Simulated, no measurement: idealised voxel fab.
Process module under the name voxel released beams
Each square cell in cross-section cut measures 5 nm, and the section as a whole is 205 nm wide.
Bands, listed from the top down, are how a cross-section gets written in this document; the cross-section itself is a grid of square cells, and a band is one or more rows of them.
First you get the band's top height and its bottom height, in nm, and then the materials it's made of, left to right, with each width in nm. If you see a single material with "throughout", that one covers the band edge to edge. "blank" is empty space.
For the purposes of this specification, 0 denotes the height below which the wafer in its as-received condition is composed wholly of one material, and the lowermost band, lacking a lower limit, extends downward without end, as expressed in "from 0 down".
Quick explanation for "30->40": the width changes in equal steps down the rows of cells, from the first number in the band's top row to the second number in its bottom row.
Key: "nothing altered" - step with no changed cell in the cross-section.
Any empty space of 8 cells or more lacking an open way to the top shows up in "Closed voids list" as width x height at distance, distance from the left edge, in nm.
Text after the settings on a step's line: the simulator's own remark on that step.
What "overlay nm" on a step's line means: if the step has a mask, that mask lay this far to the right of its planned place, or, when the value is negative, to the left.
## This section lists the process steps that were planned
step 1: RECEIVE | material Si
step 2: CONFORMAL_DEP | material Al2O3 | thk nm 10
step 3: DIRECTIONAL_DEP | material SiO2 | thk nm 20
step 4: PATTERN | tone open | mask id ANCHOR | material resist | width nm 35 | thk nm 20 | overlay nm 0
step 5: DIRECTIONAL_ETCH | etch materials SiO2 | depth nm 20
step 6: STRIP | etch materials resist
step 7: CONFORMAL_DEP | material SiN | thk nm 10
step 8: PATTERN | tone cover | mask id BEAM | material resist | width nm 110 | thk nm 15 | overlay nm 0
step 9: DIRECTIONAL_ETCH | etch materials SiN | depth nm 10
step 10: STRIP | etch materials resist
step 11: STRIP | etch materials SiO2
## The cross-section here shows the wafer as received, i.e. in its state after step 1
* from 0 down  Si throughout
* Closed voids list: none
## The module was run from the start shown above using the plan shown above, but one mistake was made doing it; the resulting wafer cross-section is below
* from 35 to 25  blank: 45  SiN: 15  blank: 15  SiN: 80  blank: 50
* from 25 to 15  blank: 50  SiN: 10  blank: 15  SiN: 10  blank: 120
* from 15 to 5  blank: 50  SiN: 35  blank: 120
* from 5 to 0  Al2O3 throughout
* from 0 down  Si throughout
* Closed voids list: none
Want to know what went wrong? step 2 went in with a setting other than planned; the actual run was CONFORMAL_DEP | material Al2O3 | thk nm 5
